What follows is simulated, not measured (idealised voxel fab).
Process module name: voxel transistor to metal
The cross-section shown here is cut; it is 300 nm wide and divided into square cells measuring 5 nm on a side.
Format of a cross-section: grid, square cells. Given as bands. Order: top down. Band: one or more rows of cells.
For a band, the entry starts with two heights in nm, that of the top and then that of the bottom, and carries on with the band's materials in order from left to right, each alongside its width in nm; the word "edge to edge" beside a single material means it fills the band edge to edge, and "empty" means empty space.
Zero point of the height axis is 0; under it, received wafer = one material. Lowest band: continues down indefinitely, "0 down".
Width spec "30..40" -> top row of cells at first value, bottom row at second value, equal per-row change in between.
For the purposes of this document, the phrase "nothing changed" attached to a step denotes that no cell within the cross-section was modified by that step.
Basically, "Trapped voids" tells you about the enclosed voids: empty spaces with no open way to the top, 8 cells or bigger, each written width x height at distance, where distance is from the left edge, all in nm.
On each step's line, the part that comes after the settings is the simulator's own comment on the step.
"overlay nm" answers the question of how far to the right of plan the mask lay on a step that has a mask, and when it is negative the answer is to the left.
## Steps planned for the process
1,RECEIVE (material Si)
2,OXIDIZE (depth nm 5)
3,CONFORMAL_DEP (material SiN; thk nm 15)
4,PATTERN (tone cover; mask id ACTIVE; material resist; width nm 90; pitch nm 110; thk nm 20; overlay nm 0)
5,DIRECTIONAL_ETCH (etch materials SiN; depth nm 15)
6,DIRECTIONAL_ETCH (etch materials SiO2; depth nm 5)
7,DIRECTIONAL_ETCH (etch materials Si; depth nm 30)
8,STRIP (etch materials resist)
9,OXIDIZE (depth nm 5)
10,FILL_DEP (material SiO2; thk nm 10)
11,CMP (height nm 15)
12,SELECTIVE_ETCH (etch materials SiO2; depth nm 5)
13,STRIP (etch materials SiN)
14,SELECTIVE_ETCH (etch materials SiO2; depth nm 5)
15,OXIDIZE (depth nm 5)
16,DIRECTIONAL_DEP (material polySi; thk nm 30)
17,DIRECTIONAL_DEP (material SiCN; thk nm 10)
18,MASKED_ETCH (tone cover; mask id GATE; width nm 20; pitch nm 110; etch materials SiCN; depth nm 20; overlay nm 0)
19,MASKED_ETCH (tone cover; mask id GATE; width nm 20; pitch nm 110; etch materials polySi; depth nm 40; overlay nm 0)
20,CONFORMAL_DEP (material SiO2; thk nm 5)
21,DIRECTIONAL_ETCH (etch materials SiO2; depth nm 5)
22,CONFORMAL_DEP (material SiN; thk nm 5)
23,DIRECTIONAL_ETCH (etch materials SiN; depth nm 5)
24,DIRECTIONAL_ETCH (etch materials SiO2; depth nm 5)
25,DIRECTIONAL_ETCH (etch materials Si; depth nm 15)
26,EPI (material SiGe; thk nm 15)
27,FILL_DEP (material SiO2; thk nm 5)
28,CMP (height nm 35)
29,DIRECTIONAL_DEP (material SiO2; thk nm 10)
30,DIRECTIONAL_DEP (material aC; thk nm 15)
31,PATTERN (tone open; mask id CONTACT; material resist; width nm 15; thk nm 35; overlay nm 0)
32,DIRECTIONAL_ETCH (etch materials aC; depth nm 15)
33,STRIP (etch materials resist)
34,DIRECTIONAL_ETCH (etch materials SiO2; depth nm 55)
35,STRIP (etch materials aC)
36,CONFORMAL_DEP (material TiN; thk nm 5)
37,FILL_DEP (material W; thk nm 5)
38,CMP (height nm 45)
39,DIRECTIONAL_DEP (material TiN; thk nm 5)
40,DIRECTIONAL_DEP (material Ru; thk nm 20)
41,PATTERN (tone cover; mask id METAL_1; material resist; width nm 15; thk nm 15; overlay nm 0)
42,DIRECTIONAL_ETCH (etch materials Ru; depth nm 20)
43,DIRECTIONAL_ETCH (etch materials TiN; depth nm 5)
44,STRIP (etch materials resist)
45,CONFORMAL_DEP (material SiN; thk nm 5)
46,FILL_DEP (material SiO2; thk nm 10)
47,CMP (height nm 70)
48,CONFORMAL_DEP (material SiCN; thk nm 5)
## Cross-section: wafer on arrival = after step 1
  0 down = Si edge to edge
  Trapped voids: none
## The first of two wafers, cross-sectioned at the end of the module, with the run proceeding as planned
  75 to 70 = SiCN edge to edge
  70 to 50 = SiO2: 50; SiN: 5; Ru: 15; SiN: 5; SiO2: 40; SiN: 5; Ru: 15; SiN: 5; SiO2: 20; SiN: 5; Ru: 15; SiN: 5; SiO2: 40; SiN: 5; Ru: 15; SiN: 5; SiO2: 50
  50 to 45 = SiN: 55; TiN: 15; SiN: 50; TiN: 15; SiN: 30; TiN: 15; SiN: 50; TiN: 15; SiN: 55
  45 to 35 = SiO2: 55; TiN: 5; W: 5; TiN: 5; SiO2: 50; TiN: 5; W: 5; TiN: 5; SiO2: 30; TiN: 5; W: 5; TiN: 5; SiO2: 50; TiN: 5; W: 5; TiN: 5; SiO2: 55
  35 to 25 = SiO2: 55; TiN: 5; W: 5; TiN: 5; SiO2: 5; SiN: 5; SiO2: 5; SiCN: 20; SiO2: 5; SiN: 5; SiO2: 5; TiN: 5; W: 5; TiN: 5; SiO2: 30; TiN: 5; W: 5; TiN: 5; SiO2: 5; SiN: 5; SiO2: 5; SiCN: 20; SiO2: 5; SiN: 5; SiO2: 5; TiN: 5; W: 5; TiN: 5; SiO2: 55
  25 to 10 = SiO2: 55; TiN: 5; W: 5; TiN: 5; SiO2: 5; SiN: 5; SiO2: 5; polySi: 20; SiO2: 5; SiN: 5; SiO2: 5; TiN: 5; W: 5; TiN: 5; SiO2: 30; TiN: 5; W: 5; TiN: 5; SiO2: 5; SiN: 5; SiO2: 5; polySi: 20; SiO2: 5; SiN: 5; SiO2: 5; TiN: 5; W: 5; TiN: 5; SiO2: 55
  10 to 5 = SiO2: 55; TiN: 15; SiO2: 5; SiN: 5; SiO2: 5; polySi: 20; SiO2: 5; SiN: 5; SiO2: 5; TiN: 15; SiO2: 30; TiN: 15; SiO2: 5; SiN: 5; SiO2: 5; polySi: 20; SiO2: 5; SiN: 5; SiO2: 5; TiN: 15; SiO2: 55
  5 to -5 = SiO2: 50; SiN: 5; TiN: 5; SiGe: 15; SiN: 5; SiO2: 5; polySi: 20; SiO2: 5; SiN: 5; SiGe: 15; TiN: 5; SiN: 5; SiO2: 20; SiN: 5; TiN: 5; SiGe: 15; SiN: 5; SiO2: 5; polySi: 20; SiO2: 5; SiN: 5; SiGe: 15; TiN: 5; SiN: 5; SiO2: 50
  -5 to -10 = SiO2: 55; TiN: 5; SiGe: 15; SiO2: 40; SiGe: 15; TiN: 5; SiO2: 30; TiN: 5; SiGe: 15; SiO2: 40; SiGe: 15; TiN: 5; SiO2: 55
  -10 to -25 = SiO2: 55; SiGe: 20; Si: 40; SiGe: 20; SiO2: 30; SiGe: 20; Si: 40; SiGe: 20; SiO2: 55
  -25 to -40 = SiO2: 55; Si: 80; SiO2: 30; Si: 80; SiO2: 55
  -40 down = Si edge to edge
  Trapped voids: none
## Cross-section, wafer two of two, end of module: same start and plan as wafer one, one error in execution
  75 to 70 = SiCN edge to edge
  70 to 50 = SiO2: 50; SiN: 5; Ru: 15; SiN: 5; SiO2: 40; SiN: 5; Ru: 15; SiN: 5; SiO2: 20; SiN: 5; Ru: 15; SiN: 5; SiO2: 40; SiN: 5; Ru: 15; SiN: 5; SiO2: 50
  50 to 45 = SiN: 55; TiN: 15; SiN: 50; TiN: 15; SiN: 30; TiN: 15; SiN: 50; TiN: 15; SiN: 55
  45 to 40 = SiO2: 55; TiN: 5; W: 5; TiN: 5; SiO2: 50; TiN: 5; W: 5; TiN: 5; SiO2: 30; TiN: 5; W: 5; TiN: 5; SiO2: 50; TiN: 5; W: 5; TiN: 5; SiO2: 55
  40 to 35 = SiO2: 55; TiN: 15; SiO2: 50; TiN: 15; SiO2: 30; TiN: 15; SiO2: 50; TiN: 15; SiO2: 55
  35 to 25 = SiO2: 55; TiN: 10; SiN: 5; SiO2: 15; SiCN: 20; SiO2: 15; SiN: 5; TiN: 10; SiO2: 30; TiN: 10; SiN: 5; SiO2: 15; SiCN: 20; SiO2: 15; SiN: 5; TiN: 10; SiO2: 55
  25 to 15 = SiO2: 55; TiN: 10; SiN: 5; SiO2: 15; polySi: 20; SiO2: 15; SiN: 5; TiN: 10; SiO2: 30; TiN: 10; SiN: 5; SiO2: 15; polySi: 20; SiO2: 15; SiN: 5; TiN: 10; SiO2: 55
  15 to 5 = SiO2: 55; TiN: 5; SiN: 10; SiO2: 15; polySi: 20; SiO2: 15; SiN: 10; TiN: 5; SiO2: 30; TiN: 5; SiN: 10; SiO2: 15; polySi: 20; SiO2: 15; SiN: 10; TiN: 5; SiO2: 55
  5 to -5 = SiO2: 55; TiN: 5; SiO2: 25; polySi: 20; SiO2: 25; TiN: 5; SiO2: 30; TiN: 5; SiO2: 25; polySi: 20; SiO2: 25; TiN: 5; SiO2: 55
  -5 to -10 = SiO2: 55; TiN: 5; SiO2: 70; TiN: 5; SiO2: 30; TiN: 5; SiO2: 70; TiN: 5; SiO2: 55
  -10 to -40 = SiO2: 55; Si: 80; SiO2: 30; Si: 80; SiO2: 55
  -40 down = Si edge to edge
  Trapped voids: none
Which mistake was made when the wafer was run? the process deviated at step 20: the operation and settings actually run there were CONFORMAL_DEP (material SiO2; thk nm 15)
In the final state, the cell counts of the second wafer exceed or fall short of those of the first for the following materials: +48 Si; -84 SiGe; -8 SiN; +76 SiO2; -8 TiN; -24 W
